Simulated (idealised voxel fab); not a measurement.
You're looking at the process module voxel trench capacitor.
Displayed cross-section: cut, width of 205 nm, square cells sized 5 nm.
This document writes a cross-section as a grid whose cells are square, and gives it as bands, listed from the top down; one or more rows of cells form a band.
The entry gives the band's vertical extent as a top height and a bottom height in nm, then its horizontal make-up as materials from left to right, each with a width in nm. "blank" stands for empty space; a single material marked "all across" fills the band edge to edge.
Zero point of the height axis is 0; under it, received wafer = one material. Lowest band: continues down indefinitely, "from 0 down".
Width "30..40": first value at the band's top row of cells, second value at its bottom row, equal change from row to row.
Given "no change" for a step, no cell of the cross-section differs between before and after that step.
Closed-off voids of 8+ cells (no open route to the top) go in "Closed internal cavities", written width x height at distance from the left edge, in nm.
That trailing text on a step's line, after the settings, is the simulator's own remark on the step.
For masked steps, "overlay nm" on the step line gives how far right of plan the mask actually lay; a minus sign means it lay to the left.

### Process steps foreseen in the plan
1: RECEIVE, material Si
2: CONFORMAL_DEP, material SiN, thk nm 10
3: DIRECTIONAL_DEP, material aC, thk nm 15
4: PATTERN, tone open, mask id TRENCH, material resist, width nm 25, pitch nm 50, thk nm 35, overlay nm -15
5: DIRECTIONAL_ETCH, etch materials aC, depth nm 15
6: STRIP, etch materials resist
7: DIRECTIONAL_ETCH, etch materials SiN, depth nm 10
8: DIRECTIONAL_ETCH, etch materials Si, depth nm 25
9: STRIP, etch materials aC
10: CONFORMAL_DEP, material SiO2, thk nm 5
11: FILL_DEP, material polySi, thk nm 10
12: CMP, height nm 10
Heads up: all these wafers start the same, and what changes between them is the overlay nm in step 4. The value you see in the plan is just what the first wafer got.

### Cut through the first of several wafers as received, post step 1
from 0 down = Si all across
Closed internal cavities: none

### So in this table every wafer gets its own row, and what you see is where it stands at the end of the module: for each material, how many cells it picked up (+) or gave up (-) since we received it, and after that its closed voids
overlay nm -15; -75 Si; +52 SiN; +51 SiO2; +54 polySi; Closed internal cavities: none
overlay nm -10; -75 Si; +52 SiN; +51 SiO2; +54 polySi; Closed internal cavities: none
overlay nm -5; -75 Si; +52 SiN; +51 SiO2; +54 polySi; Closed internal cavities: none
overlay nm 0; -75 Si; +52 SiN; +51 SiO2; +54 polySi; Closed internal cavities: none
overlay nm 5; -75 Si; +52 SiN; +51 SiO2; +54 polySi; Closed internal cavities: none
overlay nm 10; -75 Si; +52 SiN; +51 SiO2; +54 polySi; Closed internal cavities: none
overlay nm 15; -75 Si; +52 SiN; +51 SiO2; +54 polySi; Closed internal cavities: none
